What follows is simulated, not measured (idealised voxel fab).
Presented below is a process module, voxel wiring stack.
Section cut is 250 nm wide and gridded with 5 nm square cells.
Just so we're on the same page, the cross-sections are grids of square cells, and they're listed out in bands top to bottom, each band one or more rows deep. Top, bottom (nm), then materials left to right with widths (nm); lone material tagged "full width" fills the whole band edge to edge; "blank" = empty space. All heights in this document are referenced to 0, defined as the level beneath which the wafer, as received, consists entirely of one material. The lowest band is not bounded below; it extends indefinitely downward and is written in the form "z 0 and below". The expression "30..40" gives the width at the extremes of the band, the first number at its top row of cells and the second at its bottom row, with the width changing by equal amounts from each row to the next in between. Take "no modification" at face value: in the step it is given for, the cross-section changed in none of its cells. "Unvented internal voids" enumerates empty spaces isolated from the top, with no open way to it, that contain at least 8 cells, giving each as width x height at distance from the left edge, all three in nm. Heads up: the bit after the settings on a step's line is the simulator's remark on that step. When a step includes a mask, the "overlay nm" setting on its line states how far to the right of its planned place that mask lay, and negative values state how far to the left.
**Here's what the planned process steps look like**
| 1 | RECEIVE: material Si |
| 2 | CONFORMAL_DEP: material SiO2, thk nm 10 |
| 3 | CONFORMAL_DEP: material SiN, thk nm 5 |
| 4 | DIRECTIONAL_DEP: material lowk, thk nm 20 |
| 5 | DIRECTIONAL_DEP: material aC, thk nm 15 |
| 6 | PATTERN: tone open, mask id METAL_1, material resist, width nm 25, pitch nm 50, thk nm 30, overlay nm 0 |
| 7 | DIRECTIONAL_ETCH: etch materials aC, depth nm 15 |
| 8 | STRIP: etch materials resist |
| 9 | DIRECTIONAL_ETCH: etch materials lowk, depth nm 20 |
| 10 | DIRECTIONAL_ETCH: etch materials SiN, depth nm 5 |
| 11 | STRIP: etch materials aC |
| 12 | CONFORMAL_DEP: material TiN, thk nm 5 |
| 13 | FILL_DEP: material Cu, thk nm 5 |
| 14 | CMP: height nm 35 |
| 15 | CONFORMAL_DEP: material SiCN, thk nm 5 |
| 16 | DIRECTIONAL_DEP: material lowk, thk nm 25 |
| 17 | DIRECTIONAL_DEP: material aC, thk nm 15 |
| 18 | PATTERN: tone open, mask id METAL_2_HOLES, material resist, width nm 15, pitch nm 100, thk nm 35, overlay nm 0 |
| 19 | DIRECTIONAL_ETCH: etch materials aC, depth nm 15 |
| 20 | STRIP: etch materials resist |
| 21 | DIRECTIONAL_ETCH: etch materials lowk, depth nm 25 |
| 22 | STRIP: etch materials aC |
| 23 | PATTERN: tone open, mask id METAL_2, material resist, width nm 25, pitch nm 50, thk nm 15, overlay nm 0 |
| 24 | DIRECTIONAL_ETCH: etch materials lowk, depth nm 15 |
| 25 | DIRECTIONAL_ETCH: etch materials SiCN, depth nm 5 |
| 26 | STRIP: etch materials resist |
| 27 | CONFORMAL_DEP: material TiN, thk nm 5 |
| 28 | FILL_DEP: material Ru, thk nm 5 |
| 29 | CMP: height nm 65 |
| 30 | CONFORMAL_DEP: material SiCN, thk nm 5 |
| 31 | DIRECTIONAL_DEP: material lowk, thk nm 35 |
| 32 | DIRECTIONAL_DEP: material aC, thk nm 15 |
| 33 | PATTERN: tone open, mask id METAL_3, material resist, width nm 25, pitch nm 50, thk nm 30, overlay nm 0 |
| 34 | DIRECTIONAL_ETCH: etch materials aC, depth nm 15 |
| 35 | STRIP: etch materials resist |
| 36 | DIRECTIONAL_ETCH: etch materials lowk, depth nm 20 |
| 37 | STRIP: etch materials aC |
| 38 | MASKED_ETCH: tone open, mask id METAL_3_HOLES, width nm 15, pitch nm 100, etch materials lowk, depth nm 15, overlay nm 0 |
| 39 | MASKED_ETCH: tone open, mask id METAL_3_HOLES, width nm 15, pitch nm 100, etch materials SiCN, depth nm 5, overlay nm 0 |
| 40 | CONFORMAL_DEP: material TiN, thk nm 5 |
| 41 | FILL_DEP: material Cu, thk nm 10 |
| 42 | CMP: height nm 105 |
| 43 | CONFORMAL_DEP: material SiCN, thk nm 5 |
| 44 | DIRECTIONAL_DEP: material SiO2, thk nm 35 |
| 45 | PATTERN: tone open, mask id METAL_4, material resist, width nm 25, pitch nm 50, thk nm 20, overlay nm 0 |
| 46 | DIRECTIONAL_ETCH: etch materials SiO2, depth nm 20 |
| 47 | STRIP: etch materials resist |
| 48 | MASKED_ETCH: tone open, mask id METAL_4_HOLES, width nm 15, pitch nm 50, etch materials SiO2, depth nm 15, overlay nm 0 |
| 49 | MASKED_ETCH: tone open, mask id METAL_4_HOLES, width nm 15, pitch nm 50, etch materials SiCN, depth nm 5, overlay nm 0 |
| 50 | CONFORMAL_DEP: material TiN, thk nm 5 |
| 51 | FILL_DEP: material Cu, thk nm 10 |
| 52 | CMP: height nm 145 |
| 53 | CONFORMAL_DEP: material SiCN, thk nm 5 |
**Incoming wafer in cross-section (state: after step 1)**
> z 0 and below = Si full width
> Unvented internal voids: none
**Module complete - cross-section of the first of two wafers, run according to plan**
> z 150 to 145 = SiCN full width
> z 145 to 130 = 35 SiO2  5 TiN  15 Cu  5 TiN  25 SiO2  5 TiN  15 Cu  5 TiN  25 SiO2  5 TiN  15 Cu  5 TiN  25 SiO2  5 TiN  15 Cu  5 TiN  40 SiO2
> z 130 to 125 = 35 SiO2  5 TiN  5 Cu  15 TiN  25 SiO2  5 TiN  5 Cu  15 TiN  25 SiO2  5 TiN  5 Cu  15 TiN  25 SiO2  5 TiN  5 Cu  15 TiN  40 SiO2
> z 125 to 110 = 35 SiO2  5 TiN  5 Cu  5 TiN  35 SiO2  5 TiN  5 Cu  5 TiN  35 SiO2  5 TiN  5 Cu  5 TiN  35 SiO2  5 TiN  5 Cu  5 TiN  50 SiO2
> z 110 to 105 = 35 SiCN  15 TiN  35 SiCN  15 TiN  35 SiCN  15 TiN  35 SiCN  15 TiN  50 SiCN
> z 105 to 90 = 35 lowk  5 TiN  15 Cu  5 TiN  25 lowk  5 TiN  15 Cu  5 TiN  25 lowk  5 TiN  15 Cu  5 TiN  25 lowk  5 TiN  15 Cu  5 TiN  40 lowk
> z 90 to 85 = 35 lowk  5 TiN  5 Cu  15 TiN  25 lowk  25 TiN  25 lowk  5 TiN  5 Cu  15 TiN  25 lowk  25 TiN  40 lowk
> z 85 to 70 = 35 lowk  5 TiN  5 Cu  5 TiN  85 lowk  5 TiN  5 Cu  5 TiN  100 lowk
> z 70 to 65 = 35 SiCN  15 TiN  85 SiCN  15 TiN  100 SiCN
> z 65 to 55 = 35 lowk  5 TiN  15 Ru  5 TiN  25 lowk  5 TiN  15 Ru  5 TiN  25 lowk  5 TiN  15 Ru  5 TiN  25 lowk  5 TiN  15 Ru  5 TiN  40 lowk
> z 55 to 50 = 35 lowk  5 TiN  5 Ru  15 TiN  25 lowk  25 TiN  25 lowk  5 TiN  5 Ru  15 TiN  25 lowk  25 TiN  40 lowk
> z 50 to 40 = 35 lowk  5 TiN  5 Ru  5 TiN  85 lowk  5 TiN  5 Ru  5 TiN  100 lowk
> z 40 to 35 = 35 SiCN  15 TiN  85 SiCN  15 TiN  100 SiCN
> z 35 to 15 = 35 lowk  5 TiN  15 Cu  5 TiN  25 lowk  5 TiN  15 Cu  5 TiN  25 lowk  5 TiN  15 Cu  5 TiN  25 lowk  5 TiN  15 Cu  5 TiN  40 lowk
> z 15 to 10 = 35 SiN  25 TiN  25 SiN  25 TiN  25 SiN  25 TiN  25 SiN  25 TiN  40 SiN
> z 10 to 0 = SiO2 full width
> z 0 and below = Si full width
> Unvented internal voids: none
**Same start, same plan as the first wafer - but one mistake in the run. Cross-section of the second of the two at the end of the module**
> z 150 to 145 = SiCN full width
> z 145 to 130 = 35 SiO2  5 TiN  15 Cu  5 TiN  25 SiO2  5 TiN  15 Cu  5 TiN  25 SiO2  5 TiN  15 Cu  5 TiN  25 SiO2  5 TiN  15 Cu  5 TiN  40 SiO2
> z 130 to 125 = 35 SiO2  5 TiN  5 Cu  15 TiN  25 SiO2  5 TiN  5 Cu  15 TiN  25 SiO2  5 TiN  5 Cu  15 TiN  25 SiO2  5 TiN  5 Cu  15 TiN  40 SiO2
> z 125 to 110 = 35 SiO2  5 TiN  5 Cu  5 TiN  35 SiO2  5 TiN  5 Cu  5 TiN  35 SiO2  5 TiN  5 Cu  5 TiN  35 SiO2  5 TiN  5 Cu  5 TiN  50 SiO2
> z 110 to 105 = 35 SiCN  15 TiN  35 SiCN  15 TiN  35 SiCN  15 TiN  35 SiCN  15 TiN  50 SiCN
> z 105 to 90 = 35 lowk  5 TiN  15 Cu  5 TiN  25 lowk  5 TiN  15 Cu  5 TiN  25 lowk  5 TiN  15 Cu  5 TiN  25 lowk  5 TiN  15 Cu  5 TiN  40 lowk
> z 90 to 85 = 35 lowk  5 TiN  5 Cu  15 TiN  25 lowk  25 TiN  25 lowk  5 TiN  5 Cu  15 TiN  25 lowk  25 TiN  40 lowk
> z 85 to 70 = 35 lowk  5 TiN  5 Cu  5 TiN  85 lowk  5 TiN  5 Cu  5 TiN  100 lowk
> z 70 to 65 = 35 SiCN  15 TiN  85 SiCN  15 TiN  100 SiCN
> z 65 to 55 = 35 lowk  5 TiN  5 Ru  5 TiN  85 lowk  5 TiN  5 Ru  5 TiN  100 lowk
> z 55 to 50 = 35 lowk  15 TiN  85 lowk  15 TiN  100 lowk
> z 50 to 40 = lowk full width
> z 40 to 35 = SiCN full width
> z 35 to 15 = 35 lowk  5 TiN  15 Cu  5 TiN  25 lowk  5 TiN  15 Cu  5 TiN  25 lowk  5 TiN  15 Cu  5 TiN  25 lowk  5 TiN  15 Cu  5 TiN  40 lowk
> z 15 to 10 = 35 SiN  25 TiN  25 SiN  25 TiN  25 SiN  25 TiN  25 SiN  25 TiN  40 SiN
> z 10 to 0 = SiO2 full width
> z 0 and below = Si full width
> Unvented internal voids: none
Nonconformance to the process plan: plan step 16 was twice executed
Per the end-of-run cell counts, the second wafer holds more or fewer of some materials than the first: Ru -26 | SiCN +6 | TiN -34 | lowk +54
